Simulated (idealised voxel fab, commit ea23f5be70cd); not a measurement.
A process module follows: voxel double patterning.
We display cut, a cross-section 290 nm in width whose square cells are each 5 nm.
Notation: cross-section as square-cell grid; stated in bands, top first, going down; one or more cell rows per band.
Band: top height; bottom height; in nm. Then, left to right: material with width in nm, for each material. "full width": a single material spanning edge to edge. "blank": empty space.
Below 0: as-received wafer, all one material; heights counted from there. Lowest band: no bottom, goes on down, written "from 0 down".
A width given as "30 to 40" starts at the first number in the band's top row and ends at the second number in its bottom row, shifting by an equal amount at every step from row to row.
Take "no modification" at face value: in the step it is given for, the cross-section changed in none of its cells.
Look at "Entrapped void list" for the closed voids: empty spaces with no open path to the top, sized 8 cells or up. Each is width x height at distance, distance from the left edge, all nm.
Anything after a step's settings on that line? It's the simulator's own note about the step.
The optional step-line setting "overlay nm" applies to steps with a mask and quantifies how far to the right of its planned location the mask lay, a negative value indicating leftward placement.

### Process steps - plan
- 1: RECEIVE | material Si
- 2: CONFORMAL_DEP | material SiO2 | thk nm 10
- 3: DIRECTIONAL_DEP | material TiN | thk nm 10
- 4: DIRECTIONAL_DEP | material SiN | thk nm 10
- 5: DIRECTIONAL_DEP | material aC | thk nm 15
- 6: PATTERN | tone open | mask id FIRST | material resist | width nm 15 | pitch nm 50 | thk nm 30 | overlay nm 0
- 7: DIRECTIONAL_ETCH | etch materials aC | depth nm 15
- 8: STRIP | etch materials resist
- 9: DIRECTIONAL_ETCH | etch materials SiN | depth nm 10
- 10: STRIP | etch materials aC
- 11: PATTERN | tone open | mask id SECOND | material resist | width nm 15 | thk nm 20 | overlay nm 0
- 12: DIRECTIONAL_ETCH | etch materials SiN | depth nm 10
- 13: STRIP | etch materials resist
- 14: DIRECTIONAL_ETCH | etch materials TiN | depth nm 10
- 15: STRIP | etch materials SiN

### Run as planned: first of two wafers

### Cross-section of the wafer as it came to us, i.e., already through step 1
> from 0 down: Si full width
> Entrapped void list: none

### Once step 2 is through, the wafer looks like this in cross-section
> from 10 to 0: SiO2 full width
> Below 0, the layers are the same as they were.

### Once step 3 is through, the wafer looks like this in cross-section
> from 20 to 10: TiN full width
> Below 10, the layers are the same as they were.

### Once step 4 is through, the wafer looks like this in cross-section
> from 30 to 20: SiN full width
> Below 20, the layers are the same as they were.

### Once step 5 is through, the wafer looks like this in cross-section
> from 45 to 30: aC full width
> Below 30, the layers are the same as they were.

### Once step 6 is through, the wafer looks like this in cross-section
> from 75 to 45: resist: 110 / blank: 15 / resist: 35 / blank: 15 / resist: 115
> Below 45, the layers are the same as they were.

### Once step 7 is through, the wafer looks like this in cross-section
> from 60 to 45: resist: 110 / blank: 15 / resist: 35 / blank: 15 / resist: 115
> from 45 to 30: aC: 110 / blank: 15 / aC: 35 / blank: 15 / aC: 115
> Below 30, the layers are the same as they were.

### Once step 8 is through, the wafer looks like this in cross-section
> from 45 to 30: aC: 110 / blank: 15 / aC: 35 / blank: 15 / aC: 115
> Below 30, the layers are the same as they were.

### Once step 9 is through, the wafer looks like this in cross-section
> from 45 to 30: aC: 110 / blank: 15 / aC: 35 / blank: 15 / aC: 115
> from 30 to 20: SiN: 110 / blank: 15 / SiN: 35 / blank: 15 / SiN: 115
> Below 20, the layers are the same as they were.

### Once step 10 is through, the wafer looks like this in cross-section
> from 30 to 20: SiN: 110 / blank: 15 / SiN: 35 / blank: 15 / SiN: 115
> Below 20, the layers are the same as they were.

### Once step 11 is through, the wafer looks like this in cross-section
> from 50 to 30: resist: 135 / blank: 15 / resist: 140
> from 30 to 20: SiN: 110 / resist: 15 / SiN: 35 / resist: 15 / SiN: 115
> Below 20, the layers are the same as they were.

### Once step 12 is through, the wafer looks like this in cross-section
> from 50 to 30: resist: 135 / blank: 15 / resist: 140
> from 30 to 20: SiN: 110 / resist: 15 / SiN: 10 / blank: 15 / SiN: 10 / resist: 15 / SiN: 115
> Below 20, the layers are the same as they were.

### Once step 13 is through, the wafer looks like this in cross-section
> from 30 to 20: SiN: 110 / blank: 15 / SiN: 10 / blank: 15 / SiN: 10 / blank: 15 / SiN: 115
> Below 20, the layers are the same as they were.

### Once step 14 is through, the wafer looks like this in cross-section
> from 30 to 20: SiN: 110 / blank: 15 / SiN: 10 / blank: 15 / SiN: 10 / blank: 15 / SiN: 115
> from 20 to 10: TiN: 110 / blank: 15 / TiN: 10 / blank: 15 / TiN: 10 / blank: 15 / TiN: 115
> Below 10, the layers are the same as they were.

### Once step 15 is through, the wafer looks like this in cross-section
> from 20 to 10: TiN: 110 / blank: 15 / TiN: 10 / blank: 15 / TiN: 10 / blank: 15 / TiN: 115
> Below 10, the layers are the same as they were.

### Okay, second wafer. Nothing different at the start, nothing different in the plan, just one mistake somewhere in the running. As far as step 10, counting that step, it's the first wafer all over again

### Planned end of step 11: second wafer, cross-section
> from 50 to 30: resist: 130 / blank: 25 / resist: 135
> from 30 to 20: SiN: 110 / resist: 15 / SiN: 35 / resist: 15 / SiN: 115
> Below 20, the layers are the same as they were.

### Planned end of step 12: second wafer, cross-section
> from 50 to 30: resist: 130 / blank: 25 / resist: 135
> from 30 to 20: SiN: 110 / resist: 15 / SiN: 5 / blank: 25 / SiN: 5 / resist: 15 / SiN: 115
> Below 20, the layers are the same as they were.

### Planned end of step 13: second wafer, cross-section
> from 30 to 20: SiN: 110 / blank: 15 / SiN: 5 / blank: 25 / SiN: 5 / blank: 15 / SiN: 115
> Below 20, the layers are the same as they were.

### Planned end of step 14: second wafer, cross-section
> from 30 to 20: SiN: 110 / blank: 15 / SiN: 5 / blank: 25 / SiN: 5 / blank: 15 / SiN: 115
> from 20 to 10: TiN: 110 / blank: 15 / TiN: 5 / blank: 25 / TiN: 5 / blank: 15 / TiN: 115
> Below 10, the layers are the same as they were.

### Planned end of step 15: second wafer, cross-section
> from 20 to 10: TiN: 110 / blank: 15 / TiN: 5 / blank: 25 / TiN: 5 / blank: 15 / TiN: 115
> Below 10, the layers are the same as they were.
Deviation from plan: step 11 was run on a setting that differed from the plan, and what really ran there is PATTERN | tone open | mask id SECOND | material resist | width nm 25 | thk nm 20 | overlay nm 0
Materials where the second wafer ends with more or fewer cells than the first: TiN: 4 fewer
